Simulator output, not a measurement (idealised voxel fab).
Presented below is a process module, voxel self aligned contacts.
Shown is cross-section cut, with a width of 145 nm and square cells of size 5 nm.
Bands, listed from the top down, are how a cross-section gets written in this document; the cross-section itself is a grid of square cells, and a band is one or more rows of them. It is stipulated that each band's entry specify, in nanometres, the height of the top of the band and then that of its bottom, followed by the materials of the band in left-to-right sequence, each together with its width in nanometres. A single material marked by the word "full width" is understood to fill the band from edge to edge; the word "air" is understood to denote empty space. We count height from 0. Below that, the starting wafer is all one material. The lowest band never ends at the bottom but goes on down; see "0..down" for how that is written. When a width is written as two numbers, as in "30 to 40", the first number is the width in the top row of cells of the band and the second is the width in its bottom row, and the width changes by the same amount from each row to the next. It should be understood that the words "remained unchanged", when stated for a given step, signify that the cross-section underwent no change in any of its cells during that step. This entry, "Closed empty spaces", enumerates those empty regions of no fewer than 8 cells that possess no open connection to the top. Each region is reported in the form width x height at distance, the distance being taken from the left edge, with all three quantities expressed in nm. What comes after the settings on a step's line is commentary from the simulator itself on that step. Among the settings permitted on a step's line is "overlay nm"; applied to a step with a mask, it specifies the extent to which the mask lay to the right of its planned position, whereas a negative figure signifies a position to the left.

-- Planned process steps
1. RECEIVE (material Si)
2. CONFORMAL_DEP (material SiO2; thk nm 5)
3. DIRECTIONAL_DEP (material polySi; thk nm 20)
4. DIRECTIONAL_DEP (material SiN; thk nm 25)
5. PATTERN (tone cover; mask id GATE; material resist; width nm 30; pitch nm 70; thk nm 15; overlay nm 0)
6. DIRECTIONAL_ETCH (etch materials SiN; depth nm 25)
7. DIRECTIONAL_ETCH (etch materials polySi; depth nm 20)
8. STRIP (etch materials resist)
9. CONFORMAL_DEP (material SiN; thk nm 10)
10. DIRECTIONAL_ETCH (etch materials SiN; depth nm 10)
11. FILL_DEP (material SiO2; thk nm 15)
12. CMP (height nm 55)
13. MASKED_ETCH (tone open; mask id CONTACT; width nm 50; etch materials SiO2; depth nm 55; overlay nm 0)
14. CONFORMAL_DEP (material TiN; thk nm 5)
15. FILL_DEP (material W; thk nm 10)
16. CMP (height nm 55)
17. CONFORMAL_DEP (material SiCN; thk nm 5)

-- As-received wafer cross-section (after step 1)
0..down = Si full width
Closed empty spaces: none

-- The first of two wafers, cross-sectioned at the end of the module, with the run proceeding as planned
60..55 = SiCN full width
55..50 = SiO2 45; TiN 20; W 10; TiN 20; SiO2 50
50..25 = SiO2 10; SiN 50; TiN 5; W 10; TiN 5; SiN 50; SiO2 15
25..5 = SiO2 10; SiN 10; polySi 30; SiN 10; TiN 5; W 10; TiN 5; SiN 10; polySi 30; SiN 10; SiO2 15
5..0 = SiO2 60; TiN 20; SiO2 65
0..down = Si full width
Closed empty spaces: none

-- End-of-module cross-section of the second wafer: identical starting point and process plan to the first, with one processing mistake
60..55 = SiCN full width
55..50 = SiO2 45; SiCN 20; W 10; SiCN 20; SiO2 50
50..25 = SiO2 10; SiN 50; SiCN 5; W 10; SiCN 5; SiN 50; SiO2 15
25..5 = SiO2 10; SiN 10; polySi 30; SiN 10; SiCN 5; W 10; SiCN 5; SiN 10; polySi 30; SiN 10; SiO2 15
5..0 = SiO2 60; SiCN 20; SiO2 65
0..down = Si full width
Closed empty spaces: none
The plan and the run diverged here: in deviation from the planned setting, step 14 was conducted as CONFORMAL_DEP (material SiCN; thk nm 5)
FYI, end of process, the second wafer has more or fewer cells of some materials than the first: +30 SiCN; -30 TiN
